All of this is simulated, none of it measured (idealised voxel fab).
process module | voxel released beams
cross-section cut | 220 nm wide | cells 5 nm
A cross-section is a grid of square cells, given in bands from the top down. A band is one or more rows of cells.
Each band's line starts with the height of the band's top and of its bottom, in nm. Then come its materials from left to right, each with its width in nm. One material with "throughout" fills the band from edge to edge. "air" is empty space.
Height 0 is the level under which the wafer as received is all one material. The lowest band goes on downwards, as in "0 down".
A width such as "30 to 40" changes by the same amount from each row of cells to the next, from the band's top row to its bottom row.
"no change" after a step means that no cell of the cross-section changed.
closed voids: empty space of 8 cells or more with no open way to the top, each as width x height at its distance from the left edge, in nm
after a step's settings: what the simulator itself notes on the step
overlay nm, on a step with a mask: how far to the right of its planned place the mask lay; to the left if negative
plan
1 op RECEIVE | material Si
2 op CONFORMAL_DEP | material Al2O3 | thk nm 10
3 op DIRECTIONAL_DEP | material SiO2 | thk nm 10
4 op DIRECTIONAL_DEP | material aC | thk nm 15
5 op PATTERN | tone open | mask id ANCHOR | material resist | width nm 35 | thk nm 30 | overlay nm 0
6 op DIRECTIONAL_ETCH | etch materials aC | depth nm 15
7 op STRIP | etch materials resist
8 op DIRECTIONAL_ETCH | etch materials SiO2 | depth nm 10
9 op STRIP | etch materials aC
10 op CONFORMAL_DEP | material W | thk nm 10
11 op MASKED_ETCH | tone cover | mask id BEAM | width nm 110 | etch materials W | depth nm 10 | overlay nm 0
12 op STRIP | etch materials SiO2
as received, after step 1
  0 down: Si throughout
  closed voids: none
a wafer at the end: this start, this plan, one mistake
  30 to 20: air 45 | W 20 | air 15 | W 75 | air 65
  20 to 10: air 55 | W 35 | air 130
  10 to 0: Al2O3 throughout
  0 down: Si throughout
  closed voids: none
what went wrong: step 11 ran as: op MASKED_ETCH | tone cover | mask id BEAM | width nm 110 | etch materials W | depth nm 10 | overlay nm -5
